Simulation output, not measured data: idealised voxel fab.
The document below concerns the process module designated voxel self aligned contacts.
It is cross-section cut that appears here, measuring 185 nm in width, its square cells being 5 nm in size.
Cross-section = grid of square cells, listed top down in bands; band = one or more rows. Each band's line starts with the height of the band's top and of its bottom, in nm. Then come its materials from left to right, each with its width in nm. One material with "edge to edge" fills the band from edge to edge. "air" is empty space. We count height from 0. Below that, the starting wafer is all one material. The lowest band never ends at the bottom but goes on down; see "from 0 down" for how that is written. The expression "30..40" gives the width at the extremes of the band, the first number at its top row of cells and the second at its bottom row, with the width changing by equal amounts from each row to the next in between. Take "no modifications" at face value: in the step it is given for, the cross-section changed in none of its cells. This entry, "Voids, enclosed", enumerates those empty regions of no fewer than 8 cells that possess no open connection to the top. Each region is reported in the form width x height at distance, the distance being taken from the left edge, with all three quantities expressed in nm. Heads up: the bit after the settings on a step's line is the simulator's remark on that step. overlay nm: on a step with a mask, how far right of its planned place the mask lay; negative means left.

Planned process steps:
1. RECEIVE,material Si
2. CONFORMAL_DEP,material SiO2,thk nm 5
3. DIRECTIONAL_DEP,material polySi,thk nm 25
4. DIRECTIONAL_DEP,material SiN,thk nm 25
5. DIRECTIONAL_DEP,material aC,thk nm 15
6. PATTERN,tone cover,mask id GATE,material resist,width nm 30,pitch nm 75,thk nm 30,overlay nm 0
7. DIRECTIONAL_ETCH,etch materials aC,depth nm 15
8. STRIP,etch materials resist
9. DIRECTIONAL_ETCH,etch materials SiN,depth nm 25
10. DIRECTIONAL_ETCH,etch materials polySi,depth nm 25
11. STRIP,etch materials aC
12. CONFORMAL_DEP,material SiN,thk nm 10
13. DIRECTIONAL_ETCH,etch materials SiN,depth nm 10
14. FILL_DEP,material SiO2,thk nm 15
15. CMP,height nm 60
16. MASKED_ETCH,tone open,mask id CONTACT,width nm 55,etch materials SiO2,depth nm 60,overlay nm 0
17. CONFORMAL_DEP,material TiN,thk nm 5
18. FILL_DEP,material Ru,thk nm 10
19. CMP,height nm 60
20. CONFORMAL_DEP,material SiCN,thk nm 5

Cross-section: wafer on arrival = after step 1:
> from 0 down | Si edge to edge
> Voids, enclosed: none

Same starting wafer, same plan as above, one mistake in the execution; this is the cross-section at the end of the module:
> from 65 to 60 | SiCN edge to edge
> from 60 to 55 | SiO2: 55, TiN: 30, Ru: 15, TiN: 10, SiO2: 75
> from 55 to 30 | SiO2: 30, SiN: 50, TiN: 5, Ru: 15, TiN: 5, SiN: 50, SiO2: 30
> from 30 to 5 | SiO2: 30, SiN: 10, polySi: 30, SiN: 10, TiN: 5, Ru: 15, TiN: 5, SiN: 10, polySi: 30, SiN: 10, SiO2: 30
> from 5 to 0 | SiO2: 80, TiN: 25, SiO2: 80
> from 0 down | Si edge to edge
> Voids, enclosed: none
The plan and the run diverged here: step 16 ran as: MASKED_ETCH,tone open,mask id CONTACT,width nm 55,etch materials SiO2,depth nm 60,overlay nm -10
